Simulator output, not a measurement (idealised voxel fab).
Module name: voxel released beams (process module)
Shown is cross-section cut, with a width of 275 nm and square cells of size 5 nm.
If you're reading a cross-section in this doc, picture square cells in a grid; it comes to you as bands, top ones listed first down to the bottom, and a band can be one or more rows of cells.
Look at the band entry: it leads with the top's height and the bottom's height in nm. Then it lists the materials left to right, with a width in nm for each. The word "edge to edge" on a single material says that material fills the band edge to edge. The word "air" is empty space.
Counting heights begins at 0, where everything beneath is, in the wafer as received, one material. The lowest band has no bottom; it goes on downwards, as "0 -> down" shows.
A width such as "30 to 40" changes by the same amount from each row of cells to the next, from the band's top row to its bottom row.
What does "nothing altered" mean for a step? It means no cell of the cross-section changed in that step.
Entry "Closed-off voids". Content: empty spaces with no open connection to the top, size 8 cells or greater. Each: width x height at distance. Distance: from left edge. Unit: nm.
Read whatever lies past the settings on a step's line as the simulator's own remark about the step.
The setting "overlay nm" may be written on the line of a step. When the step uses a mask, the value reports how far to the right of the planned place the mask lay, and a negative value reports that it lay to the left.

-- The steps planned for the process are as follows
| 1 | RECEIVE: material Si |
| 2 | CONFORMAL_DEP: material Al2O3, thk nm 5 |
| 3 | DIRECTIONAL_DEP: material SiO2, thk nm 20 |
| 4 | MASKED_ETCH: tone open, mask id ANCHOR, width nm 25, etch materials SiO2, depth nm 20, overlay nm 0 |
| 5 | CONFORMAL_DEP: material SiN, thk nm 10 |
| 6 | DIRECTIONAL_DEP: material aC, thk nm 10 |
| 7 | PATTERN: tone cover, mask id BEAM, material resist, width nm 75, thk nm 25, overlay nm 0 |
| 8 | DIRECTIONAL_ETCH: etch materials aC, depth nm 10 |
| 9 | STRIP: etch materials resist |
| 10 | DIRECTIONAL_ETCH: etch materials SiN, depth nm 10 |
| 11 | STRIP: etch materials aC |
| 12 | STRIP: etch materials SiO2 |

-- First wafer, two in total, run as planned

-- Incoming wafer in cross-section (state: after step 1)
0 -> down  Si edge to edge
Closed-off voids: none

-- The wafer, seen in cross-section, after step 2
5 -> 0  Al2O3 edge to edge
Below 0 it's all the same as before, nothing changed down there.

-- The wafer, seen in cross-section, after step 3
25 -> 5  SiO2 edge to edge
Below 5 it's all the same as before, nothing changed down there.

-- The wafer, seen in cross-section, after step 4
25 -> 5  100 SiO2 / 25 air / 150 SiO2
Below 5 it's all the same as before, nothing changed down there.

-- The wafer, seen in cross-section, after step 5
35 -> 25  110 SiN / 5 air / 160 SiN
25 -> 15  100 SiO2 / 10 SiN / 5 air / 10 SiN / 150 SiO2
15 -> 5  100 SiO2 / 25 SiN / 150 SiO2
Below 5 it's all the same as before, nothing changed down there.

-- The wafer, seen in cross-section, after step 6
45 -> 35  110 aC / 5 air / 160 aC
35 -> 25  110 SiN / 5 air / 160 SiN
25 -> 15  100 SiO2 / 10 SiN / 5 aC / 10 SiN / 150 SiO2
Below 15 it's all the same as before, nothing changed down there.

-- The wafer, seen in cross-section, after step 7
70 -> 45  95 air / 75 resist / 105 air
45 -> 35  110 aC / 5 resist / 160 aC
35 -> 25  110 SiN / 5 resist / 160 SiN
Below 25 it's all the same as before, nothing changed down there.

-- The wafer, seen in cross-section, after step 8
60 -> 45  95 air / 75 resist / 105 air
45 -> 35  95 air / 15 aC / 5 resist / 55 aC / 105 air
Below 35 it's all the same as before, nothing changed down there.

-- The wafer, seen in cross-section, after step 9
45 -> 35  95 air / 15 aC / 5 air / 55 aC / 105 air
35 -> 25  110 SiN / 5 air / 160 SiN
Below 25 it's all the same as before, nothing changed down there.

-- The wafer, seen in cross-section, after step 10
45 -> 35  95 air / 15 aC / 5 air / 55 aC / 105 air
35 -> 25  95 air / 15 SiN / 5 air / 55 SiN / 105 air
Below 25 it's all the same as before, nothing changed down there.

-- The wafer, seen in cross-section, after step 11
35 -> 25  95 air / 15 SiN / 5 air / 55 SiN / 105 air
25 -> 15  100 SiO2 / 10 SiN / 5 air / 10 SiN / 150 SiO2
Below 15 it's all the same as before, nothing changed down there.

-- The wafer, seen in cross-section, after step 12
35 -> 25  95 air / 15 SiN / 5 air / 55 SiN / 105 air
25 -> 15  100 air / 10 SiN / 5 air / 10 SiN / 150 air
15 -> 5  100 air / 25 SiN / 150 air
Below 5 it's all the same as before, nothing changed down there.

-- Wafer two. Identical start, identical plan. One mistake in execution. Identical history through step 1

-- X-section, second wafer, when step 2 was due to finish
5 -> 0  SiO2 edge to edge
Below 0 it's all the same as before, nothing changed down there.

-- X-section, second wafer, when step 3 was due to finish
25 -> 0  SiO2 edge to edge
Below 0 it's all the same as before, nothing changed down there.

-- X-section, second wafer, when step 4 was due to finish
25 -> 5  100 SiO2 / 25 air / 150 SiO2
Below 5 it's all the same as before, nothing changed down there.

-- X-section, second wafer, when step 5 was due to finish
35 -> 25  110 SiN / 5 air / 160 SiN
25 -> 15  100 SiO2 / 10 SiN / 5 air / 10 SiN / 150 SiO2
15 -> 5  100 SiO2 / 25 SiN / 150 SiO2
Below 5 it's all the same as before, nothing changed down there.

-- X-section, second wafer, when step 6 was due to finish
45 -> 35  110 aC / 5 air / 160 aC
35 -> 25  110 SiN / 5 air / 160 SiN
25 -> 15  100 SiO2 / 10 SiN / 5 aC / 10 SiN / 150 SiO2
Below 15 it's all the same as before, nothing changed down there.

-- X-section, second wafer, when step 7 was due to finish
70 -> 45  95 air / 75 resist / 105 air
45 -> 35  110 aC / 5 resist / 160 aC
35 -> 25  110 SiN / 5 resist / 160 SiN
Below 25 it's all the same as before, nothing changed down there.

-- X-section, second wafer, when step 8 was due to finish
60 -> 45  95 air / 75 resist / 105 air
45 -> 35  95 air / 15 aC / 5 resist / 55 aC / 105 air
Below 35 it's all the same as before, nothing changed down there.

-- X-section, second wafer, when step 9 was due to finish
45 -> 35  95 air / 15 aC / 5 air / 55 aC / 105 air
35 -> 25  110 SiN / 5 air / 160 SiN
Below 25 it's all the same as before, nothing changed down there.

-- X-section, second wafer, when step 10 was due to finish
45 -> 35  95 air / 15 aC / 5 air / 55 aC / 105 air
35 -> 25  95 air / 15 SiN / 5 air / 55 SiN / 105 air
Below 25 it's all the same as before, nothing changed down there.

-- X-section, second wafer, when step 11 was due to finish
35 -> 25  95 air / 15 SiN / 5 air / 55 SiN / 105 air
25 -> 15  100 SiO2 / 10 SiN / 5 air / 10 SiN / 150 SiO2
Below 15 it's all the same as before, nothing changed down there.

-- X-section, second wafer, when step 12 was due to finish
0 -> down  Si edge to edge
Run error: step 2 off recipe, ran as CONFORMAL_DEP: material SiO2, thk nm 5
Final comparison by cell count, materials where the second wafer has more or fewer than the first: Al2O3 -55, SiN -46
